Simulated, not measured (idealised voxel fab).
Process module in this document: voxel released beams
FYI the section here is cut, 295 nm wide, cells are 5 nm squares.
Cross-section, as written here: a square-cell grid given band by band from the top down, where a band holds one or more rows of cells. This entry defines a band. It first specifies the height of the band's top and the height of its bottom in nm, and then specifies the band's materials from left to right, stating each material with its width in nm. The word "all across" identifies a single material that fills the band from edge to edge, while the word "blank" identifies empty space. Where do heights start? At 0: under that level the wafer as delivered is made of one material only. And the lowest band has no floor; it just carries on downward, as in "0..down". Quick explanation for "30 to 40": the width changes in equal steps down the rows of cells, from the first number in the band's top row to the second number in its bottom row. "left unchanged" -> step changed no cross-section cell. Entry "Closed empty spaces". Content: empty spaces with no open connection to the top, size 8 cells or greater. Each: width x height at distance. Distance: from left edge. Unit: nm. Heads up: the bit after the settings on a step's line is the simulator's remark on that step. The line of a step may include "overlay nm". On a step with a mask, this value is how far to the right of its planned place the mask lay. A negative value means the mask lay to the left.
## Planned process steps
1 RECEIVE (material Si)
2 CONFORMAL_DEP (material Al2O3; thk nm 5)
3 DIRECTIONAL_DEP (material SiO2; thk nm 20)
4 MASKED_ETCH (tone open; mask id ANCHOR; width nm 35; etch materials SiO2; depth nm 20; overlay nm 0)
5 CONFORMAL_DEP (material SiN; thk nm 10)
6 DIRECTIONAL_DEP (material aC; thk nm 15)
7 PATTERN (tone cover; mask id BEAM; material resist; width nm 110; thk nm 30; overlay nm 0)
8 DIRECTIONAL_ETCH (etch materials aC; depth nm 15)
9 STRIP (etch materials resist)
10 DIRECTIONAL_ETCH (etch materials SiN; depth nm 10)
11 STRIP (etch materials aC)
12 STRIP (etch materials SiO2)
## Of two wafers, the first: run according to plan
## Wafer cross-section on receipt, i.e. after step 1
0..down = Si all across
Closed empty spaces: none
## Step 2 done - wafer cross-section
5..0 = Al2O3 all across
No changes below 0.
## Step 3 done - wafer cross-section
25..5 = SiO2 all across
No changes below 5.
## Step 4 done - wafer cross-section
25..5 = SiO2 95 nm | blank 35 nm | SiO2 165 nm
No changes below 5.
## Step 5 done - wafer cross-section
35..25 = SiN 105 nm | blank 15 nm | SiN 175 nm
25..15 = SiO2 95 nm | SiN 10 nm | blank 15 nm | SiN 10 nm | SiO2 165 nm
15..5 = SiO2 95 nm | SiN 35 nm | SiO2 165 nm
No changes below 5.
## Step 6 done - wafer cross-section
50..35 = aC 105 nm | blank 15 nm | aC 175 nm
35..30 = SiN 105 nm | blank 15 nm | SiN 175 nm
30..25 = SiN 105 nm | aC 15 nm | SiN 175 nm
25..15 = SiO2 95 nm | SiN 10 nm | aC 15 nm | SiN 10 nm | SiO2 165 nm
No changes below 15.
## Step 7 done - wafer cross-section
80..50 = blank 90 nm | resist 110 nm | blank 95 nm
50..35 = aC 105 nm | resist 15 nm | aC 175 nm
35..30 = SiN 105 nm | resist 15 nm | SiN 175 nm
No changes below 30.
## Step 8 done - wafer cross-section
65..50 = blank 90 nm | resist 110 nm | blank 95 nm
50..35 = blank 90 nm | aC 15 nm | resist 15 nm | aC 80 nm | blank 95 nm
No changes below 35.
## Step 9 done - wafer cross-section
50..35 = blank 90 nm | aC 15 nm | blank 15 nm | aC 80 nm | blank 95 nm
35..30 = SiN 105 nm | blank 15 nm | SiN 175 nm
No changes below 30.
## Step 10 done - wafer cross-section
50..35 = blank 90 nm | aC 15 nm | blank 15 nm | aC 80 nm | blank 95 nm
35..30 = blank 90 nm | SiN 15 nm | blank 15 nm | SiN 80 nm | blank 95 nm
30..25 = blank 90 nm | SiN 15 nm | aC 15 nm | SiN 80 nm | blank 95 nm
No changes below 25.
## Step 11 done - wafer cross-section
35..25 = blank 90 nm | SiN 15 nm | blank 15 nm | SiN 80 nm | blank 95 nm
25..15 = SiO2 95 nm | SiN 10 nm | blank 15 nm | SiN 10 nm | SiO2 165 nm
No changes below 15.
## Step 12 done - wafer cross-section
35..25 = blank 90 nm | SiN 15 nm | blank 15 nm | SiN 80 nm | blank 95 nm
25..15 = blank 95 nm | SiN 10 nm | blank 15 nm | SiN 10 nm | blank 165 nm
15..5 = blank 95 nm | SiN 35 nm | blank 165 nm
No changes below 5.
## Here the second wafer is described. Its start and its plan were those of the first wafer. Its run contained one mistake. Up to and including step 3, it did exactly what the first wafer did
## Here is the second wafer in cross-section at the point where step 4 of the plan should have been done
25..5 = blank 95 nm | SiO2 35 nm | blank 165 nm
No changes below 5.
## Here is the second wafer in cross-section at the point where step 5 of the plan should have been done
35..25 = blank 85 nm | SiN 55 nm | blank 155 nm
25..15 = blank 85 nm | SiN 10 nm | SiO2 35 nm | SiN 10 nm | blank 155 nm
15..5 = SiN 95 nm | SiO2 35 nm | SiN 165 nm
No changes below 5.
## Here is the second wafer in cross-section at the point where step 6 of the plan should have been done
50..35 = blank 85 nm | aC 55 nm | blank 155 nm
35..30 = blank 85 nm | SiN 55 nm | blank 155 nm
30..25 = aC 85 nm | SiN 55 nm | aC 155 nm
25..15 = aC 85 nm | SiN 10 nm | SiO2 35 nm | SiN 10 nm | aC 155 nm
No changes below 15.
## Here is the second wafer in cross-section at the point where step 7 of the plan should have been done
80..50 = blank 90 nm | resist 110 nm | blank 95 nm
50..35 = blank 85 nm | aC 55 nm | resist 60 nm | blank 95 nm
35..30 = blank 85 nm | SiN 55 nm | resist 60 nm | blank 95 nm
No changes below 30.
## Here is the second wafer in cross-section at the point where step 8 of the plan should have been done
65..50 = blank 90 nm | resist 110 nm | blank 95 nm
50..35 = blank 90 nm | aC 50 nm | resist 60 nm | blank 95 nm
35..30 = blank 85 nm | SiN 55 nm | resist 60 nm | blank 95 nm
30..25 = blank 85 nm | SiN 55 nm | aC 60 nm | blank 95 nm
25..15 = blank 85 nm | SiN 10 nm | SiO2 35 nm | SiN 10 nm | aC 60 nm | blank 95 nm
No changes below 15.
## Here is the second wafer in cross-section at the point where step 9 of the plan should have been done
50..35 = blank 90 nm | aC 50 nm | blank 155 nm
35..30 = blank 85 nm | SiN 55 nm | blank 155 nm
No changes below 30.
## Here is the second wafer in cross-section at the point where step 10 of the plan should have been done
50..35 = blank 90 nm | aC 50 nm | blank 155 nm
35..30 = blank 90 nm | SiN 50 nm | blank 155 nm
30..25 = blank 90 nm | SiN 50 nm | aC 60 nm | blank 95 nm
25..15 = blank 85 nm | SiN 10 nm | SiO2 35 nm | SiN 10 nm | aC 60 nm | blank 95 nm
15..5 = blank 85 nm | SiN 10 nm | SiO2 35 nm | SiN 70 nm | blank 95 nm
No changes below 5.
## Here is the second wafer in cross-section at the point where step 11 of the plan should have been done
35..25 = blank 90 nm | SiN 50 nm | blank 155 nm
25..15 = blank 85 nm | SiN 10 nm | SiO2 35 nm | SiN 10 nm | blank 155 nm
No changes below 15.
Here is the second wafer in cross-section at the point where step 12 of the plan should have been done: left unchanged
Which mistake was made when the wafer was run? so step 4 ended up running with a different setting than we planned, it ran as MASKED_ETCH (tone cover; mask id ANCHOR; width nm 35; etch materials SiO2; depth nm 20; overlay nm 0)
At the finish, the second wafer shows more or fewer cells for some materials than the first does: SiO2: 28 more
